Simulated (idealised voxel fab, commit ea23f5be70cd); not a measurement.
The following is a process module called voxel ribs on slabs.
Displayed cross-section: cut, width of 235 nm, square cells sized 5 nm.
If you're reading a cross-section in this doc, picture square cells in a grid; it comes to you as bands, top ones listed first down to the bottom, and a band can be one or more rows of cells. Band: top and bottom heights (nm) first, top before bottom; then materials from left to right, widths in nm. "full width" marks a sole material filling the band edge to edge. "blank" denotes empty space. Where do heights start? At 0: under that level the wafer as delivered is made of one material only. And the lowest band has no floor; it just carries on downward, as in "0 nm and below". A width such as "30->40" changes by the same amount from each row of cells to the next, from the band's top row to its bottom row. "no change" for a step: no cell of the cross-section changed in that step. Entry "Trapped cavities" = empty spaces >= 8 cells with no open way to the top; each as width x height at distance, distance from left edge, all nm. If you see something after the settings on a step's line, that's the simulator's own remark about that step. If you see "overlay nm" on a step's line and that step has a mask, it's telling you how far right of where it was planned the mask ended up; a negative number means it went left instead.
SO HERE'S THE LINEUP OF PROCESS STEPS WE PLANNED
1 RECEIVE (material Si)
2 DIRECTIONAL_DEP (material SiO2; thk nm 25)
3 DIRECTIONAL_DEP (material polySi; thk nm 25)
4 DIRECTIONAL_DEP (material aC; thk nm 15)
5 PATTERN (tone cover; mask id RIB; material resist; width nm 20; thk nm 30; overlay nm 0)
6 DIRECTIONAL_ETCH (etch materials aC; depth nm 15)
7 STRIP (etch materials resist)
8 DIRECTIONAL_ETCH (etch materials polySi; depth nm 15)
9 STRIP (etch materials aC)
10 PATTERN (tone cover; mask id SLAB; material resist; width nm 60; thk nm 20; overlay nm 0)
11 DIRECTIONAL_ETCH (etch materials polySi; depth nm 10)
12 STRIP (etch materials resist)
13 FILL_DEP (material SiO2; thk nm 20)
14 CMP (height nm 65)
15 DIRECTIONAL_DEP (material W; thk nm 10)
16 MASKED_ETCH (tone cover; mask id HEATER; width nm 30; etch materials W; depth nm 10; overlay nm 0)
17 CONFORMAL_DEP (material SiN; thk nm 10)
SO THIS IS THE INCOMING WAFER IN CROSS-SECTION - IT'S ALREADY BEEN THROUGH STEP 1
    0 nm and below | Si full width
    Trapped cavities: none
WAFER CROSS-SECTION AT MODULE END: FIRST OF TWO, RUN TO PLAN
    85 nm to 75 nm | blank 90, then SiN 50, then blank 95
    75 nm to 65 nm | SiN 100, then W 30, then SiN 105
    65 nm to 50 nm | SiO2 full width
    50 nm to 35 nm | SiO2 105, then polySi 20, then SiO2 110
    35 nm to 25 nm | SiO2 85, then polySi 60, then SiO2 90
    25 nm to 0 nm | SiO2 full width
    0 nm and below | Si full width
    Trapped cavities: none
CROSS-SECTION, WAFER TWO OF TWO, END OF MODULE: SAME START AND PLAN AS WAFER ONE, ONE ERROR IN EXECUTION
    85 nm to 75 nm | blank 100, then SiN 50, then blank 85
    75 nm to 65 nm | SiN 110, then W 30, then SiN 95
    65 nm to 50 nm | SiO2 full width
    50 nm to 35 nm | SiO2 105, then polySi 20, then SiO2 110
    35 nm to 25 nm | SiO2 85, then polySi 60, then SiO2 90
    25 nm to 0 nm | SiO2 full width
    0 nm and below | Si full width
    Trapped cavities: none
Against the plan, the run slipped here: step 16 ran with different settings than intended, the actual operation and settings being MASKED_ETCH (tone cover; mask id HEATER; width nm 30; etch materials W; depth nm 10; overlay nm 10)
In the final comparison it is observed that the number of cells assigned to each material is identical for the two wafers, whereas their placement is not.
